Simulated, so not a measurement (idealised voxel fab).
The process module that follows is named voxel gate over fins.
Cross-section cut: width 255 nm, square cells of 5 nm.
A cross-section is a grid of square cells, given in bands from the top down. A band is one or more rows of cells.
First you get the band's top height and its bottom height, in nm, and then the materials it's made of, left to right, with each width in nm. If you see a single material with "all across", that one covers the band edge to edge. "blank" is empty space.
The reference from which all heights are counted is 0, the level beneath which the as-received wafer is entirely one material; the lowest band, having no lower bound, proceeds downward and is written after the example "0 nm and below".
So if you see something like "30 to 40" for the width, read it as the top row of the band sitting at the first number and the bottom row at the second, with every row in between moving by the same amount as the last.
For the purposes of this document, the phrase "nothing was modified" attached to a step denotes that no cell within the cross-section was modified by that step.
Entry "Catalogued sealed voids". Content: empty spaces with no open connection to the top, size 8 cells or greater. Each: width x height at distance. Distance: from left edge. Unit: nm.
On a step's line, text after the settings is the simulator commenting on that step.
overlay nm: where the mask lay relative to plan, measured to the right, on steps with a mask; negatives go left.
-- Listed below are the process steps as planned
- 1: RECEIVE, material Si
- 2: CONFORMAL_DEP, material SiN, thk nm 10
- 3: MASKED_ETCH, tone cover, mask id FINS, width nm 15, pitch nm 60, etch materials SiN, depth nm 10, overlay nm 0
- 4: MASKED_ETCH, tone cover, mask id FINS, width nm 15, pitch nm 60, etch materials Si, depth nm 35, overlay nm 0
- 5: OXIDIZE, depth nm 5
- 6: FILL_DEP, material SiO2, thk nm 10
- 7: CMP, height nm 10
- 8: PATTERN, tone open, mask id RAIL, material resist, width nm 15, thk nm 20, overlay nm 0
- 9: DIRECTIONAL_ETCH, etch materials SiO2, depth nm 40
- 10: STRIP, etch materials resist
- 11: CONFORMAL_DEP, material TiN, thk nm 5
- 12: FILL_DEP, material Ru, thk nm 5
- 13: CMP, height nm 10
- 14: SELECTIVE_ETCH, etch materials W Ru TiN, depth nm 30
- 15: FILL_DEP, material SiO2, thk nm 5
- 16: CMP, height nm 0
- 17: SELECTIVE_ETCH, etch materials SiO2, depth nm 25
- 18: STRIP, etch materials SiN
- 19: CONFORMAL_DEP, material HfO2, thk nm 5
- 20: CONFORMAL_DEP, material TiN, thk nm 5
- 21: FILL_DEP, material W, thk nm 15
- 22: CMP, height nm 20
- 23: CONFORMAL_DEP, material SiCN, thk nm 10
Keep in mind the plan's value for the height nm of step 16 comes from the first wafer; the wafers don't share that setting, but they do share the same starting point.
-- Received wafers, first of several: cross-section after step 1
  0 nm and below = Si all across
  Catalogued sealed voids: none
-- Last step of the module is step 23; after it, the first of several wafers in cross-section
  30 nm to 20 nm = SiCN all across
  20 nm to 10 nm = W all across
  10 nm to 5 nm = W: 55 / TiN: 25 / W: 35 / TiN: 25 / W: 35 / TiN: 25 / W: 55
  5 nm to 0 nm = W: 55 / TiN: 5 / HfO2: 15 / TiN: 5 / W: 35 / TiN: 5 / HfO2: 15 / TiN: 5 / W: 35 / TiN: 5 / HfO2: 15 / TiN: 5 / W: 55
  0 nm to -10 nm = W: 55 / TiN: 5 / HfO2: 5 / Si: 5 / HfO2: 5 / TiN: 5 / W: 35 / TiN: 5 / HfO2: 5 / Si: 5 / HfO2: 5 / TiN: 5 / W: 35 / TiN: 5 / HfO2: 5 / Si: 5 / HfO2: 5 / TiN: 5 / W: 55
  -10 nm to -15 nm = W: 55 / TiN: 5 / HfO2: 5 / Si: 5 / HfO2: 5 / TiN: 45 / HfO2: 5 / Si: 5 / HfO2: 5 / TiN: 5 / W: 35 / TiN: 5 / HfO2: 5 / Si: 5 / HfO2: 5 / TiN: 5 / W: 55
  -15 nm to -20 nm = TiN: 60 / HfO2: 5 / Si: 5 / HfO2: 5 / TiN: 10 / HfO2: 25 / TiN: 10 / HfO2: 5 / Si: 5 / HfO2: 5 / TiN: 45 / HfO2: 5 / Si: 5 / HfO2: 5 / TiN: 60
  -20 nm to -25 nm = HfO2: 65 / Si: 5 / HfO2: 20 / TiN: 5 / Ru: 5 / TiN: 5 / HfO2: 20 / Si: 5 / HfO2: 55 / Si: 5 / HfO2: 65
  -25 nm to -30 nm = SiO2: 65 / Si: 5 / SiO2: 20 / TiN: 15 / SiO2: 20 / Si: 5 / SiO2: 55 / Si: 5 / SiO2: 65
  -30 nm to -40 nm = SiO2: 65 / Si: 5 / SiO2: 55 / Si: 5 / SiO2: 55 / Si: 5 / SiO2: 65
  -40 nm and below = Si all across
  Catalogued sealed voids: none
-- Here's the last wafer cross-sectioned at the end of the module
  30 nm to 20 nm = SiCN all across
  20 nm to 10 nm = W all across
  10 nm to 5 nm = W: 55 / TiN: 25 / W: 35 / TiN: 25 / W: 35 / TiN: 25 / W: 55
  5 nm to 0 nm = W: 55 / TiN: 5 / HfO2: 15 / TiN: 5 / W: 35 / TiN: 5 / HfO2: 15 / TiN: 5 / W: 35 / TiN: 5 / HfO2: 15 / TiN: 5 / W: 55
  0 nm to -5 nm = TiN: 60 / HfO2: 5 / Si: 5 / HfO2: 5 / TiN: 45 / HfO2: 5 / Si: 5 / HfO2: 5 / TiN: 45 / HfO2: 5 / Si: 5 / HfO2: 5 / TiN: 60
  -5 nm to -10 nm = HfO2: 65 / Si: 5 / HfO2: 55 / Si: 5 / HfO2: 55 / Si: 5 / HfO2: 65
  -10 nm to -20 nm = SiO2: 65 / Si: 5 / SiO2: 55 / Si: 5 / SiO2: 55 / Si: 5 / SiO2: 65
  -20 nm to -25 nm = SiO2: 65 / Si: 5 / SiO2: 20 / TiN: 5 / Ru: 5 / TiN: 5 / SiO2: 20 / Si: 5 / SiO2: 55 / Si: 5 / SiO2: 65
  -25 nm to -30 nm = SiO2: 65 / Si: 5 / SiO2: 20 / TiN: 15 / SiO2: 20 / Si: 5 / SiO2: 55 / Si: 5 / SiO2: 65
  -30 nm to -40 nm = SiO2: 65 / Si: 5 / SiO2: 55 / Si: 5 / SiO2: 55 / Si: 5 / SiO2: 65
  -40 nm and below = Si all across
  Catalogued sealed voids: none
-- Note: the following table is arranged by wafer, a row apiece. Each row reports the end-of-module state: per material, cells gained (+) or cells lost (-) compared with the wafer as received; closed voids follow
height nm 0; +83 HfO2; +1 Ru; -384 Si; +102 SiCN; +141 SiO2; +88 TiN; +275 W; Catalogued sealed voids: none
height nm 5; +75 HfO2; +1 Ru; -384 Si; +102 SiCN; +186 SiO2; +80 TiN; +246 W; Catalogued sealed voids: none
height nm 10; +69 HfO2; +1 Ru; -384 Si; +102 SiCN; +234 SiO2; +74 TiN; +210 W; Catalogued sealed voids: none
height nm 15; +63 HfO2; +1 Ru; -384 Si; +102 SiCN; +282 SiO2; +68 TiN; +174 W; Catalogued sealed voids: none
